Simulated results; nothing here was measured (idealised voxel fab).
Process module under the name voxel self aligned vias
Square cells of 5 nm make up the cross-section cut, whose width is 295 nm.
Bands, listed from the top down, are how a cross-section gets written in this document; the cross-section itself is a grid of square cells, and a band is one or more rows of them. Heights first: top, then bottom, in nm. Then materials, left to right, each with a width in nm. "full width" on a single material: fills the band edge to edge. "blank": empty space. Where do heights start? At 0: under that level the wafer as delivered is made of one material only. And the lowest band has no floor; it just carries on downward, as in "0 nm and below". With a width like "30->40", each row of cells in the band differs from the next by the same amount, the top row carrying the first number and the bottom row the second. Step marked "changes: none"? Then no cell in the cross-section changed in it. Any empty space of 8 cells or more lacking an open way to the top shows up in "Closed cavity list" as width x height at distance, distance from the left edge, in nm. On each step's line, the part that comes after the settings is the simulator's own comment on the step. Steps that use a mask can have "overlay nm" on their line. It says how far the mask sat to the right of where it was meant to be. Negative means to the left.

Listed below are the process steps as planned
1) RECEIVE with material Si
2) CONFORMAL_DEP with material SiO2, thk nm 10
3) CONFORMAL_DEP with material SiCN, thk nm 5
4) DIRECTIONAL_DEP with material lowk, thk nm 30
5) DIRECTIONAL_DEP with material aC, thk nm 15
6) PATTERN with tone open, mask id LINES, material resist, width nm 30, pitch nm 70, thk nm 35, overlay nm 0
7) DIRECTIONAL_ETCH with etch materials aC, depth nm 15
8) STRIP with etch materials resist
9) DIRECTIONAL_ETCH with etch materials lowk, depth nm 30
10) STRIP with etch materials aC
11) CONFORMAL_DEP with material TiN, thk nm 5
12) FILL_DEP with material W, thk nm 10
13) CMP with height nm 45
14) SELECTIVE_ETCH with etch materials W Ru TiN, depth nm 10
15) FILL_DEP with material SiN, thk nm 10
16) CMP with height nm 45
17) DIRECTIONAL_DEP with material lowk, thk nm 20
18) PATTERN with tone open, mask id VIAS, material resist, width nm 40, thk nm 15, overlay nm 0
19) DIRECTIONAL_ETCH with etch materials lowk, depth nm 20
20) DIRECTIONAL_ETCH with etch materials SiN, depth nm 10
21) STRIP with etch materials resist
22) CONFORMAL_DEP with material TiN, thk nm 5
23) FILL_DEP with material W, thk nm 5
24) CMP with height nm 65
25) CONFORMAL_DEP with material SiCN, thk nm 5

First of two wafers: run as planned

As-received state of the wafer in cross-section, equivalent to post-step 1
    0 nm and below  Si full width
    Closed cavity list: none

After step 2
    10 nm to 0 nm  SiO2 full width
    For the remainder of the cross-section, below 0, there is no change.

After step 3
    15 nm to 10 nm  SiCN full width
    For the remainder of the cross-section, below 10, there is no change.

After step 4
    45 nm to 15 nm  lowk full width
    For the remainder of the cross-section, below 15, there is no change.

After step 5
    60 nm to 45 nm  aC full width
    For the remainder of the cross-section, below 45, there is no change.

After step 6
    95 nm to 60 nm  resist=95  blank=30  resist=40  blank=30  resist=100
    For the remainder of the cross-section, below 60, there is no change.

After step 7
    80 nm to 60 nm  resist=95  blank=30  resist=40  blank=30  resist=100
    60 nm to 45 nm  aC=95  blank=30  aC=40  blank=30  aC=100
    For the remainder of the cross-section, below 45, there is no change.

After step 8
    60 nm to 45 nm  aC=95  blank=30  aC=40  blank=30  aC=100
    For the remainder of the cross-section, below 45, there is no change.

After step 9
    60 nm to 45 nm  aC=95  blank=30  aC=40  blank=30  aC=100
    45 nm to 15 nm  lowk=95  blank=30  lowk=40  blank=30  lowk=100
    For the remainder of the cross-section, below 15, there is no change.

After step 10
    45 nm to 15 nm  lowk=95  blank=30  lowk=40  blank=30  lowk=100
    For the remainder of the cross-section, below 15, there is no change.

After step 11
    50 nm to 45 nm  TiN=100  blank=20  TiN=50  blank=20  TiN=105
    45 nm to 20 nm  lowk=95  TiN=5  blank=20  TiN=5  lowk=40  TiN=5  blank=20  TiN=5  lowk=100
    20 nm to 15 nm  lowk=95  TiN=30  lowk=40  TiN=30  lowk=100
    For the remainder of the cross-section, below 15, there is no change.

After step 12
    60 nm to 50 nm  W full width
    50 nm to 45 nm  TiN=100  W=20  TiN=50  W=20  TiN=105
    45 nm to 20 nm  lowk=95  TiN=5  W=20  TiN=5  lowk=40  TiN=5  W=20  TiN=5  lowk=100
    For the remainder of the cross-section, below 20, there is no change.

After step 13
    45 nm to 20 nm  lowk=95  TiN=5  W=20  TiN=5  lowk=40  TiN=5  W=20  TiN=5  lowk=100
    For the remainder of the cross-section, below 20, there is no change.

After step 14
    45 nm to 35 nm  lowk=95  blank=30  lowk=40  blank=30  lowk=100
    For the remainder of the cross-section, below 35, there is no change.

After step 15
    55 nm to 45 nm  SiN full width
    45 nm to 35 nm  lowk=95  SiN=30  lowk=40  SiN=30  lowk=100
    For the remainder of the cross-section, below 35, there is no change.

After step 16
    45 nm to 35 nm  lowk=95  SiN=30  lowk=40  SiN=30  lowk=100
    For the remainder of the cross-section, below 35, there is no change.

After step 17
    65 nm to 45 nm  lowk full width
    For the remainder of the cross-section, below 45, there is no change.

After step 18
    80 nm to 65 nm  resist=90  blank=40  resist=165
    For the remainder of the cross-section, below 65, there is no change.

After step 19
    80 nm to 65 nm  resist=90  blank=40  resist=165
    65 nm to 45 nm  lowk=90  blank=40  lowk=165
    For the remainder of the cross-section, below 45, there is no change.

After step 20
    80 nm to 65 nm  resist=90  blank=40  resist=165
    65 nm to 45 nm  lowk=90  blank=40  lowk=165
    45 nm to 35 nm  lowk=95  blank=30  lowk=40  SiN=30  lowk=100
    For the remainder of the cross-section, below 35, there is no change.

After step 21
    65 nm to 45 nm  lowk=90  blank=40  lowk=165
    For the remainder of the cross-section, below 45, there is no change.

After step 22
    70 nm to 65 nm  TiN=95  blank=30  TiN=170
    65 nm to 50 nm  lowk=90  TiN=5  blank=30  TiN=5  lowk=165
    50 nm to 45 nm  lowk=90  TiN=10  blank=20  TiN=10  lowk=165
    45 nm to 40 nm  lowk=95  TiN=5  blank=20  TiN=5  lowk=40  SiN=30  lowk=100
    40 nm to 35 nm  lowk=95  TiN=30  lowk=40  SiN=30  lowk=100
    For the remainder of the cross-section, below 35, there is no change.

After step 23
    75 nm to 70 nm  W full width
    70 nm to 65 nm  TiN=95  W=30  TiN=170
    65 nm to 50 nm  lowk=90  TiN=5  W=30  TiN=5  lowk=165
    50 nm to 45 nm  lowk=90  TiN=10  W=20  TiN=10  lowk=165
    45 nm to 40 nm  lowk=95  TiN=5  W=20  TiN=5  lowk=40  SiN=30  lowk=100
    For the remainder of the cross-section, below 40, there is no change.

After step 24
    65 nm to 50 nm  lowk=90  TiN=5  W=30  TiN=5  lowk=165
    For the remainder of the cross-section, below 50, there is no change.

After step 25
    70 nm to 65 nm  SiCN full width
    For the remainder of the cross-section, below 65, there is no change.

The Second Wafer: Common Origin and Plan, One Mistake in Execution, Identical to the First Through Step 14

Cross-sectional view of the second wafer at the intended end time of process step 15
    55 nm to 45 nm  Ru full width
    45 nm to 35 nm  lowk=95  Ru=30  lowk=40  Ru=30  lowk=100
    For the remainder of the cross-section, below 35, there is no change.

Cross-sectional view of the second wafer at the intended end time of process step 16
    45 nm to 35 nm  lowk=95  Ru=30  lowk=40  Ru=30  lowk=100
    For the remainder of the cross-section, below 35, there is no change.

Cross-sectional view of the second wafer at the intended end time of process step 17
    65 nm to 45 nm  lowk full width
    For the remainder of the cross-section, below 45, there is no change.

Cross-sectional view of the second wafer at the intended end time of process step 18
    80 nm to 65 nm  resist=90  blank=40  resist=165
    For the remainder of the cross-section, below 65, there is no change.

Cross-sectional view of the second wafer at the intended end time of process step 19
    80 nm to 65 nm  resist=90  blank=40  resist=165
    65 nm to 45 nm  lowk=90  blank=40  lowk=165
    For the remainder of the cross-section, below 45, there is no change.

Cross-sectional view of the second wafer at the intended end time of process step 20: changes: none

Cross-sectional view of the second wafer at the intended end time of process step 21
    65 nm to 45 nm  lowk=90  blank=40  lowk=165
    For the remainder of the cross-section, below 45, there is no change.

Cross-sectional view of the second wafer at the intended end time of process step 22
    70 nm to 65 nm  TiN=95  blank=30  TiN=170
    65 nm to 50 nm  lowk=90  TiN=5  blank=30  TiN=5  lowk=165
    50 nm to 45 nm  lowk=90  TiN=40  lowk=165
    For the remainder of the cross-section, below 45, there is no change.

Cross-sectional view of the second wafer at the intended end time of process step 23
    75 nm to 70 nm  W full width
    70 nm to 65 nm  TiN=95  W=30  TiN=170
    65 nm to 50 nm  lowk=90  TiN=5  W=30  TiN=5  lowk=165
    For the remainder of the cross-section, below 50, there is no change.

Cross-sectional view of the second wafer at the intended end time of process step 24
    65 nm to 50 nm  lowk=90  TiN=5  W=30  TiN=5  lowk=165
    For the remainder of the cross-section, below 50, there is no change.

Cross-sectional view of the second wafer at the intended end time of process step 25
    70 nm to 65 nm  SiCN full width
    For the remainder of the cross-section, below 65, there is no change.
Against the plan, the run slipped here: so step 15 ended up running with a different setting than we planned, it ran as FILL_DEP with material Ru, thk nm 10
Heads up, by the end the second wafer has more or fewer cells of some materials compared to the first: Ru: 24 more | SiN: 12 fewer | TiN: 4 fewer | W: 8 fewer
